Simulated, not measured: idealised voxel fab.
Herein follows the process module entitled voxel transistor to metal.
Square cells of 5 nm make up the cross-section cut, whose width is 180 nm.
A cross-section is a grid of square cells, given in bands from the top down. A band is one or more rows of cells. Each band's line starts with the height of the band's top and of its bottom, in nm. Then come its materials from left to right, each with its width in nm. One material with "full width" fills the band from edge to edge. "blank" is empty space. Basically, 0 is our baseline, since under it the wafer straight out of the box is all one material. The bottom band has no lower end and keeps on going down, so it looks like "0 down". Width: "30 to 40" (first number = top row, second number = bottom row, same change from row to row of cells). Step marked "changes: none"? Then no cell in the cross-section changed in it. "Closed cavity list" - sealed voids, min. 8 cells, no opening to top; format: width x height at distance (distance from left edge; nm throughout). Post-settings text on a step line: simulator's own remark regarding the step. "overlay nm", when on a step's line for a step with a mask, measures how far to the right of its planned place the mask lay; a negative measure means to the left.
Plan:
1: RECEIVE: material Si
2: CONFORMAL_DEP: material SiO2, thk nm 5
3: CONFORMAL_DEP: material SiN, thk nm 10
4: MASKED_ETCH: tone cover, mask id ACTIVE, width nm 110, etch materials SiN, depth nm 10, overlay nm 0
5: MASKED_ETCH: tone cover, mask id ACTIVE, width nm 110, etch materials SiO2, depth nm 5, overlay nm 0
6: MASKED_ETCH: tone cover, mask id ACTIVE, width nm 110, etch materials Si, depth nm 20, overlay nm 0
7: OXIDIZE: depth nm 5
8: FILL_DEP: material SiO2, thk nm 10
9: CMP: height nm 15
10: SELECTIVE_ETCH: etch materials SiO2, depth nm 10
11: STRIP: etch materials SiN
12: SELECTIVE_ETCH: etch materials SiO2, depth nm 5
13: OXIDIZE: depth nm 5
14: DIRECTIONAL_DEP: material polySi, thk nm 30
15: DIRECTIONAL_DEP: material SiCN, thk nm 10
16: MASKED_ETCH: tone cover, mask id GATE, width nm 20, etch materials SiCN, depth nm 20, overlay nm 0
17: MASKED_ETCH: tone cover, mask id GATE, width nm 20, etch materials polySi, depth nm 40, overlay nm 0
18: CONFORMAL_DEP: material SiN, thk nm 5
19: DIRECTIONAL_ETCH: etch materials SiN, depth nm 5
20: DIRECTIONAL_ETCH: etch materials SiO2, depth nm 5
21: DIRECTIONAL_ETCH: etch materials Si, depth nm 5
22: EPI: material pSi, thk nm 5
23: FILL_DEP: material SiO2, thk nm 10
24: CMP: height nm 40
25: DIRECTIONAL_DEP: material SiO2, thk nm 10
26: MASKED_ETCH: tone open, mask id CONTACT, width nm 30, pitch nm 60, etch materials SiO2, depth nm 55, overlay nm 0
27: CONFORMAL_DEP: material TiN, thk nm 5
28: FILL_DEP: material Ru, thk nm 5
29: CMP: height nm 50
30: CONFORMAL_DEP: material SiCN, thk nm 5
31: DIRECTIONAL_DEP: material SiO2, thk nm 20
32: PATTERN: tone open, mask id METAL_1, material resist, width nm 15, pitch nm 75, thk nm 15, overlay nm 0
33: DIRECTIONAL_ETCH: etch materials SiO2, depth nm 20
34: DIRECTIONAL_ETCH: etch materials SiCN, depth nm 5
35: STRIP: etch materials resist
36: CONFORMAL_DEP: material TiN, thk nm 5
37: FILL_DEP: material Cu, thk nm 5
38: CMP: height nm 75
39: CONFORMAL_DEP: material SiCN, thk nm 5
40: DIRECTIONAL_DEP: material SiO2, thk nm 35
41: PATTERN: tone open, mask id METAL_2, material resist, width nm 15, pitch nm 75, thk nm 15, overlay nm 0
42: DIRECTIONAL_ETCH: etch materials SiO2, depth nm 20
43: STRIP: etch materials resist
44: DIRECTIONAL_DEP: material aC, thk nm 15
45: PATTERN: tone open, mask id METAL_2_HOLES, material resist, width nm 15, pitch nm 75, thk nm 30, overlay nm 0
46: DIRECTIONAL_ETCH: etch materials aC, depth nm 15
47: STRIP: etch materials resist
48: DIRECTIONAL_ETCH: etch materials SiO2, depth nm 15
49: DIRECTIONAL_ETCH: etch materials SiCN, depth nm 5
50: STRIP: etch materials aC
51: CONFORMAL_DEP: material TiN, thk nm 5
52: FILL_DEP: material Ru, thk nm 5
53: CMP: height nm 115
54: CONFORMAL_DEP: material SiN, thk nm 5
Step 1 complete: cross-section of the wafer as received:
- 0 down = Si full width
- Closed cavity list: none
Cross-section, first of two wafers, end of module, run as planned:
- 120 to 115 = SiN full width
- 115 to 80 = SiO2 45 nm, then TiN 5 nm, then Ru 5 nm, then TiN 5 nm, then SiO2 60 nm, then TiN 5 nm, then Ru 5 nm, then TiN 5 nm, then SiO2 45 nm
- 80 to 75 = SiCN 45 nm, then TiN 15 nm, then SiCN 60 nm, then TiN 15 nm, then SiCN 45 nm
- 75 to 55 = SiO2 45 nm, then TiN 5 nm, then Cu 5 nm, then TiN 5 nm, then SiO2 60 nm, then TiN 5 nm, then Cu 5 nm, then TiN 5 nm, then SiO2 45 nm
- 55 to 50 = SiCN 45 nm, then TiN 15 nm, then SiCN 60 nm, then TiN 15 nm, then SiCN 45 nm
- 50 to 40 = SiO2 45 nm, then TiN 5 nm, then Ru 20 nm, then TiN 5 nm, then SiO2 30 nm, then TiN 5 nm, then Ru 20 nm, then TiN 5 nm, then SiO2 45 nm
- 40 to 30 = SiO2 45 nm, then TiN 5 nm, then Ru 20 nm, then TiN 5 nm, then SiN 5 nm, then SiCN 20 nm, then SiN 5 nm, then TiN 5 nm, then Ru 20 nm, then TiN 5 nm, then SiO2 45 nm
- 30 to 5 = SiO2 45 nm, then TiN 5 nm, then Ru 20 nm, then TiN 5 nm, then SiN 5 nm, then polySi 20 nm, then SiN 5 nm, then TiN 5 nm, then Ru 20 nm, then TiN 5 nm, then SiO2 45 nm
- 5 to 0 = SiO2 45 nm, then TiN 5 nm, then Ru 15 nm, then TiN 10 nm, then SiN 5 nm, then polySi 20 nm, then SiN 5 nm, then TiN 10 nm, then Ru 15 nm, then TiN 5 nm, then SiO2 45 nm
- 0 to -5 = SiO2 45 nm, then TiN 25 nm, then pSi 5 nm, then SiO2 30 nm, then pSi 5 nm, then TiN 25 nm, then SiO2 45 nm
- -5 to -10 = SiO2 40 nm, then pSi 35 nm, then Si 30 nm, then pSi 35 nm, then SiO2 40 nm
- -10 to -25 = SiO2 40 nm, then Si 100 nm, then SiO2 40 nm
- -25 down = Si full width
- Closed cavity list: none
Same start, same plan as the first wafer - but one mistake in the run. Cross-section of the second of the two at the end of the module:
- 120 to 115 = SiN full width
- 115 to 80 = SiO2 45 nm, then TiN 5 nm, then Ru 5 nm, then TiN 5 nm, then SiO2 60 nm, then TiN 5 nm, then Ru 5 nm, then TiN 5 nm, then SiO2 45 nm
- 80 to 75 = SiCN 45 nm, then TiN 15 nm, then SiCN 60 nm, then TiN 15 nm, then SiCN 45 nm
- 75 to 55 = SiO2 45 nm, then TiN 5 nm, then Cu 5 nm, then TiN 5 nm, then SiO2 60 nm, then TiN 5 nm, then Cu 5 nm, then TiN 5 nm, then SiO2 45 nm
- 55 to 50 = SiCN 45 nm, then TiN 15 nm, then SiCN 60 nm, then TiN 15 nm, then SiCN 45 nm
- 50 to 40 = SiO2 45 nm, then TiN 5 nm, then Ru 20 nm, then TiN 5 nm, then SiO2 30 nm, then TiN 5 nm, then Ru 20 nm, then TiN 5 nm, then SiO2 45 nm
- 40 to 30 = SiO2 45 nm, then TiN 5 nm, then Ru 20 nm, then TiN 5 nm, then SiN 5 nm, then SiCN 20 nm, then SiN 5 nm, then TiN 5 nm, then Ru 20 nm, then TiN 5 nm, then SiO2 45 nm
- 30 to 15 = SiO2 45 nm, then TiN 5 nm, then Ru 20 nm, then TiN 5 nm, then SiN 5 nm, then polySi 20 nm, then SiN 5 nm, then TiN 5 nm, then Ru 20 nm, then TiN 5 nm, then SiO2 45 nm
- 15 to 10 = SiO2 45 nm, then TiN 5 nm, then Ru 15 nm, then TiN 10 nm, then SiN 5 nm, then polySi 20 nm, then SiN 5 nm, then TiN 10 nm, then Ru 15 nm, then TiN 5 nm, then SiO2 45 nm
- 10 to 5 = SiO2 45 nm, then TiN 25 nm, then SiO2 5 nm, then SiN 5 nm, then polySi 20 nm, then SiN 5 nm, then SiO2 5 nm, then TiN 25 nm, then SiO2 45 nm
- 5 to 0 = SiO2 75 nm, then SiN 5 nm, then polySi 20 nm, then SiN 5 nm, then SiO2 75 nm
- 0 to -5 = SiO2 70 nm, then pSi 5 nm, then SiO2 30 nm, then pSi 5 nm, then SiO2 70 nm
- -5 to -10 = SiO2 40 nm, then pSi 35 nm, then Si 30 nm, then pSi 35 nm, then SiO2 40 nm
- -10 to -25 = SiO2 40 nm, then Si 100 nm, then SiO2 40 nm
- -25 down = Si full width
- Closed cavity list: none
The mistake made against the process plan was this: order of steps 25 and 26 inverted relative to the plan
The final cell counts differ between the wafers, with the second having more or fewer of some materials than the first: Ru -16 | SiO2 +24 | TiN -8
